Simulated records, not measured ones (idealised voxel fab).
This section sets out a process module, namely voxel self aligned vias.
The figure presents cross-section cut, which has a width of 210 nm and is divided into square cells with an edge length of 5 nm.
Cross-section format: a grid of square cells, given as bands from top to bottom; each band is one or more rows of cells.
Read a band's entry like this: the first values are the height of its top and the height of its bottom in nm, and what follows is the sequence of materials from left to right, each with its width in nm. Note that "empty" is empty space, and that a single material marked "all across" reaches across the band from edge to edge.
It should be noted that heights are counted from 0, beneath which the wafer as supplied is of one material throughout, and that the lowest band possesses no lower boundary but continues downward, as written in "0..down".
Per-row width for "30..40": begins at first number (top row of band), ends at second number (bottom row), increment between rows held constant.
Where a step carries "remained the same", the cross-section came out of it unchanged, cell for cell.
In the "Fully sealed voids" entry, you get each enclosed empty space of 8 cells or more, one with no open way to the top, written width x height at distance, distance from the left edge, in nm.
Text after the settings on a step's line: the simulator's own remark on that step.
"overlay nm" on a masked step: distance the mask lay right of its planned place, negative for left.
Process steps - plan:
1) RECEIVE | material Si
2) CONFORMAL_DEP | material SiO2 | thk nm 15
3) CONFORMAL_DEP | material SiCN | thk nm 5
4) DIRECTIONAL_DEP | material lowk | thk nm 25
5) DIRECTIONAL_DEP | material aC | thk nm 15
6) PATTERN | tone open | mask id LINES | material resist | width nm 20 | pitch nm 50 | thk nm 35 | overlay nm 0
7) DIRECTIONAL_ETCH | etch materials aC | depth nm 15
8) STRIP | etch materials resist
9) DIRECTIONAL_ETCH | etch materials lowk | depth nm 25
10) STRIP | etch materials aC
11) CONFORMAL_DEP | material TiN | thk nm 5
12) FILL_DEP | material W | thk nm 5
13) CMP | height nm 45
14) SELECTIVE_ETCH | etch materials W Ru TiN | depth nm 5
15) FILL_DEP | material SiN | thk nm 10
16) CMP | height nm 45
17) DIRECTIONAL_DEP | material lowk | thk nm 20
18) PATTERN | tone open | mask id VIAS | material resist | width nm 30 | thk nm 15 | overlay nm 0
19) DIRECTIONAL_ETCH | etch materials lowk | depth nm 20
20) DIRECTIONAL_ETCH | etch materials SiN | depth nm 5
21) STRIP | etch materials resist
22) CONFORMAL_DEP | material TiN | thk nm 5
23) FILL_DEP | material Ru | thk nm 10
24) CMP | height nm 65
25) CONFORMAL_DEP | material SiCN | thk nm 5
Wafer, first of two, run as planned:
Shown in cross-section is the wafer as received, that is, as it stands after step 1:
0..down: Si all across
Fully sealed voids: none
State of the wafer after step 2, shown in cross-section:
15..0: SiO2 all across
Heights below 0 show no change.
State of the wafer after step 3, shown in cross-section:
20..15: SiCN all across
Heights below 15 show no change.
State of the wafer after step 4, shown in cross-section:
45..20: lowk all across
Heights below 20 show no change.
State of the wafer after step 5, shown in cross-section:
60..45: aC all across
Heights below 45 show no change.
State of the wafer after step 6, shown in cross-section:
95..60: resist 70 | empty 20 | resist 30 | empty 20 | resist 70
Heights below 60 show no change.
State of the wafer after step 7, shown in cross-section:
80..60: resist 70 | empty 20 | resist 30 | empty 20 | resist 70
60..45: aC 70 | empty 20 | aC 30 | empty 20 | aC 70
Heights below 45 show no change.
State of the wafer after step 8, shown in cross-section:
60..45: aC 70 | empty 20 | aC 30 | empty 20 | aC 70
Heights below 45 show no change.
State of the wafer after step 9, shown in cross-section:
60..45: aC 70 | empty 20 | aC 30 | empty 20 | aC 70
45..20: lowk 70 | empty 20 | lowk 30 | empty 20 | lowk 70
Heights below 20 show no change.
State of the wafer after step 10, shown in cross-section:
45..20: lowk 70 | empty 20 | lowk 30 | empty 20 | lowk 70
Heights below 20 show no change.
State of the wafer after step 11, shown in cross-section:
50..45: TiN 75 | empty 10 | TiN 40 | empty 10 | TiN 75
45..25: lowk 70 | TiN 5 | empty 10 | TiN 5 | lowk 30 | TiN 5 | empty 10 | TiN 5 | lowk 70
25..20: lowk 70 | TiN 20 | lowk 30 | TiN 20 | lowk 70
Heights below 20 show no change.
State of the wafer after step 12, shown in cross-section:
55..50: W all across
50..45: TiN 75 | W 10 | TiN 40 | W 10 | TiN 75
45..25: lowk 70 | TiN 5 | W 10 | TiN 5 | lowk 30 | TiN 5 | W 10 | TiN 5 | lowk 70
Heights below 25 show no change.
State of the wafer after step 13, shown in cross-section:
45..25: lowk 70 | TiN 5 | W 10 | TiN 5 | lowk 30 | TiN 5 | W 10 | TiN 5 | lowk 70
Heights below 25 show no change.
State of the wafer after step 14, shown in cross-section:
45..40: lowk 70 | empty 20 | lowk 30 | empty 20 | lowk 70
Heights below 40 show no change.
State of the wafer after step 15, shown in cross-section:
55..45: SiN all across
45..40: lowk 70 | SiN 20 | lowk 30 | SiN 20 | lowk 70
Heights below 40 show no change.
State of the wafer after step 16, shown in cross-section:
45..40: lowk 70 | SiN 20 | lowk 30 | SiN 20 | lowk 70
Heights below 40 show no change.
State of the wafer after step 17, shown in cross-section:
65..45: lowk all across
Heights below 45 show no change.
State of the wafer after step 18, shown in cross-section:
80..65: resist 65 | empty 30 | resist 115
Heights below 65 show no change.
State of the wafer after step 19, shown in cross-section:
80..65: resist 65 | empty 30 | resist 115
65..45: lowk 65 | empty 30 | lowk 115
Heights below 45 show no change.
State of the wafer after step 20, shown in cross-section:
80..65: resist 65 | empty 30 | resist 115
65..45: lowk 65 | empty 30 | lowk 115
45..40: lowk 70 | empty 20 | lowk 30 | SiN 20 | lowk 70
Heights below 40 show no change.
State of the wafer after step 21, shown in cross-section:
65..45: lowk 65 | empty 30 | lowk 115
Heights below 45 show no change.
State of the wafer after step 22, shown in cross-section:
70..65: TiN 70 | empty 20 | TiN 120
65..50: lowk 65 | TiN 5 | empty 20 | TiN 5 | lowk 115
50..45: lowk 65 | TiN 10 | empty 10 | TiN 10 | lowk 115
45..40: lowk 70 | TiN 20 | lowk 30 | SiN 20 | lowk 70
Heights below 40 show no change.
State of the wafer after step 23, shown in cross-section:
80..70: Ru all across
70..65: TiN 70 | Ru 20 | TiN 120
65..50: lowk 65 | TiN 5 | Ru 20 | TiN 5 | lowk 115
50..45: lowk 65 | TiN 10 | Ru 10 | TiN 10 | lowk 115
Heights below 45 show no change.
State of the wafer after step 24, shown in cross-section:
65..50: lowk 65 | TiN 5 | Ru 20 | TiN 5 | lowk 115
Heights below 50 show no change.
State of the wafer after step 25, shown in cross-section:
70..65: SiCN all across
Heights below 65 show no change.
Notes, second wafer: start = first wafer's, plan = first wafer's, execution had one mistake; history identical to first through step 12:
At the planned end of step 13, the second wafer in cross-section:
40..25: lowk 70 | TiN 5 | W 10 | TiN 5 | lowk 30 | TiN 5 | W 10 | TiN 5 | lowk 70
Heights below 25 show no change.
At the planned end of step 14, the second wafer in cross-section:
40..35: lowk 70 | empty 20 | lowk 30 | empty 20 | lowk 70
Heights below 35 show no change.
At the planned end of step 15, the second wafer in cross-section:
50..40: SiN all across
40..35: lowk 70 | SiN 20 | lowk 30 | SiN 20 | lowk 70
Heights below 35 show no change.
At the planned end of step 16, the second wafer in cross-section:
45..40: SiN all across
Heights below 40 show no change.
At the planned end of step 17, the second wafer in cross-section:
65..45: lowk all across
Heights below 45 show no change.
At the planned end of step 18, the second wafer in cross-section:
80..65: resist 65 | empty 30 | resist 115
Heights below 65 show no change.
At the planned end of step 19, the second wafer in cross-section:
80..65: resist 65 | empty 30 | resist 115
65..45: lowk 65 | empty 30 | lowk 115
Heights below 45 show no change.
At the planned end of step 20, the second wafer in cross-section:
80..65: resist 65 | empty 30 | resist 115
65..45: lowk 65 | empty 30 | lowk 115
45..40: SiN 65 | empty 30 | SiN 115
Heights below 40 show no change.
At the planned end of step 21, the second wafer in cross-section:
65..45: lowk 65 | empty 30 | lowk 115
Heights below 45 show no change.
At the planned end of step 22, the second wafer in cross-section:
70..65: TiN 70 | empty 20 | TiN 120
65..45: lowk 65 | TiN 5 | empty 20 | TiN 5 | lowk 115
45..40: SiN 65 | TiN 30 | SiN 115
Heights below 40 show no change.
At the planned end of step 23, the second wafer in cross-section:
80..70: Ru all across
70..65: TiN 70 | Ru 20 | TiN 120
65..45: lowk 65 | TiN 5 | Ru 20 | TiN 5 | lowk 115
Heights below 45 show no change.
At the planned end of step 24, the second wafer in cross-section:
65..45: lowk 65 | TiN 5 | Ru 20 | TiN 5 | lowk 115
Heights below 45 show no change.
At the planned end of step 25, the second wafer in cross-section:
70..65: SiCN all across
Heights below 65 show no change.
Short version of what went wrong: step 13 was run on a setting that differed from the plan, and what really ran there is CMP | height nm 40
Heads up, by the end the second wafer has more or fewer cells of some materials compared to the first: Ru +2, SiN +40, TiN -4, W -4, lowk -34
